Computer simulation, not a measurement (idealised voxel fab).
The following is a process module called voxel wiring stack.
Pictured: cross-section cut, 255 nm wide, on a grid of 5 nm square cells.
For the purposes of this document, a cross-section shall be understood as a grid of square cells, specified as bands listed in top-to-bottom order, each band consisting of one or more rows of cells. Band: top and bottom heights (nm) first, top before bottom; then materials from left to right, widths in nm. "everywhere" marks a sole material filling the band edge to edge. "air" denotes empty space. Heights from 0 (as-received wafer is one material below). Bottom band endless downward, as "0 nm and below". You'd read "30->40" like this: the band's top row of cells is as wide as the first number, its bottom row is as wide as the second, and going down, every row changes width by the same amount as the row before did. For the purposes of this document, the phrase "nothing altered" attached to a step denotes that no cell within the cross-section was modified by that step. Entry "Voids, fully enclosed". Content: empty spaces with no open connection to the top, size 8 cells or greater. Each: width x height at distance. Distance: from left edge. Unit: nm. If you see something after the settings on a step's line, that's the simulator's own remark about that step. Among the settings permitted on a step's line is "overlay nm"; applied to a step with a mask, it specifies the extent to which the mask lay to the right of its planned position, whereas a negative figure signifies a position to the left.
Planned step list for the process:
- 1: RECEIVE [material Si]
- 2: CONFORMAL_DEP [material SiO2] [thk nm 10]
- 3: CONFORMAL_DEP [material SiCN] [thk nm 5]
- 4: DIRECTIONAL_DEP [material SiO2] [thk nm 15]
- 5: MASKED_ETCH [tone open] [mask id METAL_1] [width nm 20] [pitch nm 50] [etch materials SiO2] [depth nm 15] [overlay nm 0]
- 6: MASKED_ETCH [tone open] [mask id METAL_1] [width nm 20] [pitch nm 50] [etch materials SiCN] [depth nm 5] [overlay nm 0]
- 7: CONFORMAL_DEP [material TiN] [thk nm 5]
- 8: FILL_DEP [material Cu] [thk nm 10]
- 9: CMP [height nm 30]
- 10: CONFORMAL_DEP [material SiCN] [thk nm 5]
- 11: DIRECTIONAL_DEP [material SiO2] [thk nm 15]
- 12: MASKED_ETCH [tone open] [mask id PLUG_1] [width nm 15] [pitch nm 100] [etch materials SiO2] [depth nm 15] [overlay nm 0]
- 13: MASKED_ETCH [tone open] [mask id PLUG_1] [width nm 15] [pitch nm 100] [etch materials SiCN] [depth nm 5] [overlay nm 0]
- 14: EPI [material Ru] [thk nm 10]
- 15: EPI [material Ru] [thk nm 10]
- 16: DIRECTIONAL_DEP [material TiN] [thk nm 5]
- 17: DIRECTIONAL_DEP [material Ru] [thk nm 20]
- 18: MASKED_ETCH [tone cover] [mask id METAL_2] [width nm 20] [pitch nm 50] [etch materials Ru] [depth nm 20] [overlay nm 0]
- 19: MASKED_ETCH [tone cover] [mask id METAL_2] [width nm 20] [pitch nm 50] [etch materials TiN] [depth nm 5] [overlay nm -15]
- 20: FILL_DEP [material lowk] [thk nm 5]
- 21: CMP [height nm 75]
- 22: CONFORMAL_DEP [material SiCN] [thk nm 5]
Heads up: all these wafers start the same, and what changes between them is the overlay nm in step 19. The value you see in the plan is just what the first wafer got.
Here's the first of the wafers in cross-section, just as we got it, i.e. after step 1:
0 nm and below  Si everywhere
Voids, fully enclosed: none
First of several wafers in cross-section at module end, following the final step, step 22:
80 nm to 75 nm  SiCN everywhere
75 nm to 55 nm  lowk 40 nm; Ru 20 nm; lowk 30 nm; Ru 20 nm; lowk 30 nm; Ru 20 nm; lowk 30 nm; Ru 20 nm; lowk 45 nm
55 nm to 50 nm  lowk 25 nm; TiN 35 nm; lowk 15 nm; TiN 35 nm; lowk 15 nm; TiN 35 nm; lowk 15 nm; TiN 35 nm; lowk 45 nm
50 nm to 35 nm  SiO2 40 nm; Ru 15 nm; SiO2 85 nm; Ru 15 nm; SiO2 100 nm
35 nm to 30 nm  SiCN 40 nm; Ru 15 nm; SiCN 85 nm; Ru 15 nm; SiCN 100 nm
30 nm to 15 nm  SiO2 40 nm; TiN 5 nm; Cu 10 nm; TiN 5 nm; SiO2 30 nm; TiN 5 nm; Cu 10 nm; TiN 5 nm; SiO2 30 nm; TiN 5 nm; Cu 10 nm; TiN 5 nm; SiO2 30 nm; TiN 5 nm; Cu 10 nm; TiN 5 nm; SiO2 45 nm
15 nm to 10 nm  SiCN 40 nm; TiN 20 nm; SiCN 30 nm; TiN 20 nm; SiCN 30 nm; TiN 20 nm; SiCN 30 nm; TiN 20 nm; SiCN 45 nm
10 nm to 0 nm  SiO2 everywhere
0 nm and below  Si everywhere
Voids, fully enclosed: none
Cross-section of the last wafer at end of module:
80 nm to 75 nm  SiCN everywhere
75 nm to 55 nm  lowk 40 nm; Ru 20 nm; lowk 30 nm; Ru 20 nm; lowk 30 nm; Ru 20 nm; lowk 30 nm; Ru 20 nm; lowk 45 nm
55 nm to 50 nm  lowk 40 nm; TiN 35 nm; lowk 15 nm; TiN 35 nm; lowk 15 nm; TiN 35 nm; lowk 15 nm; TiN 35 nm; lowk 30 nm
50 nm to 35 nm  SiO2 40 nm; Ru 15 nm; SiO2 85 nm; Ru 15 nm; SiO2 100 nm
35 nm to 30 nm  SiCN 40 nm; Ru 15 nm; SiCN 85 nm; Ru 15 nm; SiCN 100 nm
30 nm to 15 nm  SiO2 40 nm; TiN 5 nm; Cu 10 nm; TiN 5 nm; SiO2 30 nm; TiN 5 nm; Cu 10 nm; TiN 5 nm; SiO2 30 nm; TiN 5 nm; Cu 10 nm; TiN 5 nm; SiO2 30 nm; TiN 5 nm; Cu 10 nm; TiN 5 nm; SiO2 45 nm
15 nm to 10 nm  SiCN 40 nm; TiN 20 nm; SiCN 30 nm; TiN 20 nm; SiCN 30 nm; TiN 20 nm; SiCN 30 nm; TiN 20 nm; SiCN 45 nm
10 nm to 0 nm  SiO2 everywhere
0 nm and below  Si everywhere
Voids, fully enclosed: none
Rows = wafers. At module end, each row lists per material the cells gained (+) or lost (-) since the wafer was received, then the closed voids:
overlay nm -15 | +24 Cu | +88 Ru | +131 SiCN | +342 SiO2 | +68 TiN | +163 lowk | Voids, fully enclosed: none
overlay nm -10 | +24 Cu | +88 Ru | +131 SiCN | +342 SiO2 | +64 TiN | +167 lowk | Voids, fully enclosed: none
overlay nm -5 | +24 Cu | +88 Ru | +131 SiCN | +342 SiO2 | +60 TiN | +171 lowk | Voids, fully enclosed: none
overlay nm 0 | +24 Cu | +88 Ru | +131 SiCN | +342 SiO2 | +56 TiN | +175 lowk | Voids, fully enclosed: none
overlay nm 5 | +24 Cu | +88 Ru | +131 SiCN | +342 SiO2 | +60 TiN | +171 lowk | Voids, fully enclosed: none
overlay nm 10 | +24 Cu | +88 Ru | +131 SiCN | +342 SiO2 | +64 TiN | +167 lowk | Voids, fully enclosed: none
overlay nm 15 | +24 Cu | +88 Ru | +131 SiCN | +342 SiO2 | +68 TiN | +163 lowk | Voids, fully enclosed: none
